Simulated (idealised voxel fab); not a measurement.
The process module presented herein is designated voxel self aligned vias.
For reference, the cross-section in this document is cut, with width 270 nm and square cells of 5 nm.
Reading order for cross-sections: top band down to bottom band. Underlying form: a grid of square cells. Band size: one or more rows of cells. Read a band's entry like this: the first values are the height of its top and the height of its bottom in nm, and what follows is the sequence of materials from left to right, each with its width in nm. Note that "empty" is empty space, and that a single material marked "full width" reaches across the band from edge to edge. Where do heights start? At 0: under that level the wafer as delivered is made of one material only. And the lowest band has no floor; it just carries on downward, as in "from 0 down". The expression "30 to 40" gives the width at the extremes of the band, the first number at its top row of cells and the second at its bottom row, with the width changing by equal amounts from each row to the next in between. Given "everything unchanged" for a step, no cell of the cross-section differs between before and after that step. The list in "Enclosed voids" covers empty spaces of 8 cells or more that cannot reach the top through any open way, and it gives each as width x height at distance; the distance is from the left edge, and width, height and distance are in nm. On each step's line, the part that comes after the settings is the simulator's own comment on the step. What "overlay nm" on a step's line means: if the step has a mask, that mask lay this far to the right of its planned place, or, when the value is negative, to the left.
[The steps planned for the process are as follows]
- 1: RECEIVE (material Si)
- 2: CONFORMAL_DEP (material SiO2; thk nm 10)
- 3: CONFORMAL_DEP (material SiCN; thk nm 5)
- 4: DIRECTIONAL_DEP (material lowk; thk nm 20)
- 5: MASKED_ETCH (tone open; mask id LINES; width nm 20; pitch nm 70; etch materials lowk; depth nm 20; overlay nm 0)
- 6: CONFORMAL_DEP (material TiN; thk nm 5)
- 7: FILL_DEP (material Ru; thk nm 10)
- 8: CMP (height nm 35)
- 9: SELECTIVE_ETCH (etch materials W Ru TiN; depth nm 5)
- 10: FILL_DEP (material SiN; thk nm 5)
- 11: CMP (height nm 35)
- 12: DIRECTIONAL_DEP (material lowk; thk nm 20)
- 13: DIRECTIONAL_DEP (material aC; thk nm 15)
- 14: PATTERN (tone open; mask id VIAS; material resist; width nm 40; pitch nm 70; thk nm 30; overlay nm 0)
- 15: DIRECTIONAL_ETCH (etch materials aC; depth nm 15)
- 16: STRIP (etch materials resist)
- 17: DIRECTIONAL_ETCH (etch materials lowk; depth nm 20)
- 18: DIRECTIONAL_ETCH (etch materials SiN; depth nm 5)
- 19: STRIP (etch materials aC)
- 20: CONFORMAL_DEP (material TiN; thk nm 5)
- 21: FILL_DEP (material Ru; thk nm 10)
- 22: CMP (height nm 55)
- 23: CONFORMAL_DEP (material SiCN; thk nm 5)
[The first of the two wafers, which ran as planned]
[Delivered wafer in cross-section: state after step 1]
from 0 down  Si full width
Enclosed voids: none
[Cross-sectional representation of the wafer at the conclusion of step 2]
from 10 to 0  SiO2 full width
Note: structure below 0 unchanged.
[Cross-sectional representation of the wafer at the conclusion of step 3]
from 15 to 10  SiCN full width
Note: structure below 10 unchanged.
[Cross-sectional representation of the wafer at the conclusion of step 4]
from 35 to 15  lowk full width
Note: structure below 15 unchanged.
[Cross-sectional representation of the wafer at the conclusion of step 5]
from 35 to 15  lowk: 90, then empty: 20, then lowk: 50, then empty: 20, then lowk: 90
Note: structure below 15 unchanged.
[Cross-sectional representation of the wafer at the conclusion of step 6]
from 40 to 35  TiN: 95, then empty: 10, then TiN: 60, then empty: 10, then TiN: 95
from 35 to 20  lowk: 90, then TiN: 5, then empty: 10, then TiN: 5, then lowk: 50, then TiN: 5, then empty: 10, then TiN: 5, then lowk: 90
from 20 to 15  lowk: 90, then TiN: 20, then lowk: 50, then TiN: 20, then lowk: 90
Note: structure below 15 unchanged.
[Cross-sectional representation of the wafer at the conclusion of step 7]
from 50 to 40  Ru full width
from 40 to 35  TiN: 95, then Ru: 10, then TiN: 60, then Ru: 10, then TiN: 95
from 35 to 20  lowk: 90, then TiN: 5, then Ru: 10, then TiN: 5, then lowk: 50, then TiN: 5, then Ru: 10, then TiN: 5, then lowk: 90
Note: structure below 20 unchanged.
[Cross-sectional representation of the wafer at the conclusion of step 8]
from 35 to 20  lowk: 90, then TiN: 5, then Ru: 10, then TiN: 5, then lowk: 50, then TiN: 5, then Ru: 10, then TiN: 5, then lowk: 90
Note: structure below 20 unchanged.
[Cross-sectional representation of the wafer at the conclusion of step 9]
from 35 to 30  lowk: 90, then empty: 20, then lowk: 50, then empty: 20, then lowk: 90
Note: structure below 30 unchanged.
[Cross-sectional representation of the wafer at the conclusion of step 10]
from 40 to 35  SiN full width
from 35 to 30  lowk: 90, then SiN: 20, then lowk: 50, then SiN: 20, then lowk: 90
Note: structure below 30 unchanged.
[Cross-sectional representation of the wafer at the conclusion of step 11]
from 35 to 30  lowk: 90, then SiN: 20, then lowk: 50, then SiN: 20, then lowk: 90
Note: structure below 30 unchanged.
[Cross-sectional representation of the wafer at the conclusion of step 12]
from 55 to 35  lowk full width
Note: structure below 35 unchanged.
[Cross-sectional representation of the wafer at the conclusion of step 13]
from 70 to 55  aC full width
Note: structure below 55 unchanged.
[Cross-sectional representation of the wafer at the conclusion of step 14]
from 100 to 70  resist: 80, then empty: 40, then resist: 30, then empty: 40, then resist: 80
Note: structure below 70 unchanged.
[Cross-sectional representation of the wafer at the conclusion of step 15]
from 85 to 70  resist: 80, then empty: 40, then resist: 30, then empty: 40, then resist: 80
from 70 to 55  aC: 80, then empty: 40, then aC: 30, then empty: 40, then aC: 80
Note: structure below 55 unchanged.
[Cross-sectional representation of the wafer at the conclusion of step 16]
from 70 to 55  aC: 80, then empty: 40, then aC: 30, then empty: 40, then aC: 80
Note: structure below 55 unchanged.
[Cross-sectional representation of the wafer at the conclusion of step 17]
from 70 to 55  aC: 80, then empty: 40, then aC: 30, then empty: 40, then aC: 80
from 55 to 35  lowk: 80, then empty: 40, then lowk: 30, then empty: 40, then lowk: 80
Note: structure below 35 unchanged.
[Cross-sectional representation of the wafer at the conclusion of step 18]
from 70 to 55  aC: 80, then empty: 40, then aC: 30, then empty: 40, then aC: 80
from 55 to 35  lowk: 80, then empty: 40, then lowk: 30, then empty: 40, then lowk: 80
from 35 to 30  lowk: 90, then empty: 20, then lowk: 50, then empty: 20, then lowk: 90
Note: structure below 30 unchanged.
[Cross-sectional representation of the wafer at the conclusion of step 19]
from 55 to 35  lowk: 80, then empty: 40, then lowk: 30, then empty: 40, then lowk: 80
Note: structure below 35 unchanged.
[Cross-sectional representation of the wafer at the conclusion of step 20]
from 60 to 55  TiN: 85, then empty: 30, then TiN: 40, then empty: 30, then TiN: 85
from 55 to 40  lowk: 80, then TiN: 5, then empty: 30, then TiN: 5, then lowk: 30, then TiN: 5, then empty: 30, then TiN: 5, then lowk: 80
from 40 to 35  lowk: 80, then TiN: 15, then empty: 10, then TiN: 15, then lowk: 30, then TiN: 15, then empty: 10, then TiN: 15, then lowk: 80
from 35 to 30  lowk: 90, then TiN: 20, then lowk: 50, then TiN: 20, then lowk: 90
Note: structure below 30 unchanged.
[Cross-sectional representation of the wafer at the conclusion of step 21]
from 70 to 60  Ru full width
from 60 to 55  TiN: 85, then Ru: 30, then TiN: 40, then Ru: 30, then TiN: 85
from 55 to 40  lowk: 80, then TiN: 5, then Ru: 30, then TiN: 5, then lowk: 30, then TiN: 5, then Ru: 30, then TiN: 5, then lowk: 80
from 40 to 35  lowk: 80, then TiN: 15, then Ru: 10, then TiN: 15, then lowk: 30, then TiN: 15, then Ru: 10, then TiN: 15, then lowk: 80
Note: structure below 35 unchanged.
[Cross-sectional representation of the wafer at the conclusion of step 22]
from 55 to 40  lowk: 80, then TiN: 5, then Ru: 30, then TiN: 5, then lowk: 30, then TiN: 5, then Ru: 30, then TiN: 5, then lowk: 80
Note: structure below 40 unchanged.
[Cross-sectional representation of the wafer at the conclusion of step 23]
from 60 to 55  SiCN full width
Note: structure below 55 unchanged.
[Wafer two. Identical start, identical plan. One mistake in execution. Identical history through step 13]
[Cross-sectional view of the second wafer at the intended end time of process step 14]
from 100 to 70  resist: 70, then empty: 40, then resist: 30, then empty: 40, then resist: 90
Note: structure below 70 unchanged.
[Cross-sectional view of the second wafer at the intended end time of process step 15]
from 85 to 70  resist: 70, then empty: 40, then resist: 30, then empty: 40, then resist: 90
from 70 to 55  aC: 70, then empty: 40, then aC: 30, then empty: 40, then aC: 90
Note: structure below 55 unchanged.
[Cross-sectional view of the second wafer at the intended end time of process step 16]
from 70 to 55  aC: 70, then empty: 40, then aC: 30, then empty: 40, then aC: 90
Note: structure below 55 unchanged.
[Cross-sectional view of the second wafer at the intended end time of process step 17]
from 70 to 55  aC: 70, then empty: 40, then aC: 30, then empty: 40, then aC: 90
from 55 to 35  lowk: 70, then empty: 40, then lowk: 30, then empty: 40, then lowk: 90
Note: structure below 35 unchanged.
[Cross-sectional view of the second wafer at the intended end time of process step 18]
from 70 to 55  aC: 70, then empty: 40, then aC: 30, then empty: 40, then aC: 90
from 55 to 35  lowk: 70, then empty: 40, then lowk: 30, then empty: 40, then lowk: 90
from 35 to 30  lowk: 90, then empty: 20, then lowk: 50, then empty: 20, then lowk: 90
Note: structure below 30 unchanged.
[Cross-sectional view of the second wafer at the intended end time of process step 19]
from 55 to 35  lowk: 70, then empty: 40, then lowk: 30, then empty: 40, then lowk: 90
Note: structure below 35 unchanged.
[Cross-sectional view of the second wafer at the intended end time of process step 20]
from 60 to 55  TiN: 75, then empty: 30, then TiN: 40, then empty: 30, then TiN: 95
from 55 to 40  lowk: 70, then TiN: 5, then empty: 30, then TiN: 5, then lowk: 30, then TiN: 5, then empty: 30, then TiN: 5, then lowk: 90
from 40 to 35  lowk: 70, then TiN: 25, then empty: 10, then TiN: 5, then lowk: 30, then TiN: 25, then empty: 10, then TiN: 5, then lowk: 90
from 35 to 30  lowk: 90, then TiN: 20, then lowk: 50, then TiN: 20, then lowk: 90
Note: structure below 30 unchanged.
[Cross-sectional view of the second wafer at the intended end time of process step 21]
from 70 to 60  Ru full width
from 60 to 55  TiN: 75, then Ru: 30, then TiN: 40, then Ru: 30, then TiN: 95
from 55 to 40  lowk: 70, then TiN: 5, then Ru: 30, then TiN: 5, then lowk: 30, then TiN: 5, then Ru: 30, then TiN: 5, then lowk: 90
from 40 to 35  lowk: 70, then TiN: 25, then Ru: 10, then TiN: 5, then lowk: 30, then TiN: 25, then Ru: 10, then TiN: 5, then lowk: 90
Note: structure below 35 unchanged.
[Cross-sectional view of the second wafer at the intended end time of process step 22]
from 55 to 40  lowk: 70, then TiN: 5, then Ru: 30, then TiN: 5, then lowk: 30, then TiN: 5, then Ru: 30, then TiN: 5, then lowk: 90
Note: structure below 40 unchanged.
[Cross-sectional view of the second wafer at the intended end time of process step 23]
from 60 to 55  SiCN full width
Note: structure below 55 unchanged.
It is concluded that the wafer was processed incorrectly with respect to the plan, in that step 14 was not run as planned; what actually ran was PATTERN (tone open; mask id VIAS; material resist; width nm 40; pitch nm 70; thk nm 30; overlay nm -10)
In the final comparison it is observed that the number of cells assigned to each material is identical for the two wafers, whereas their placement is not.
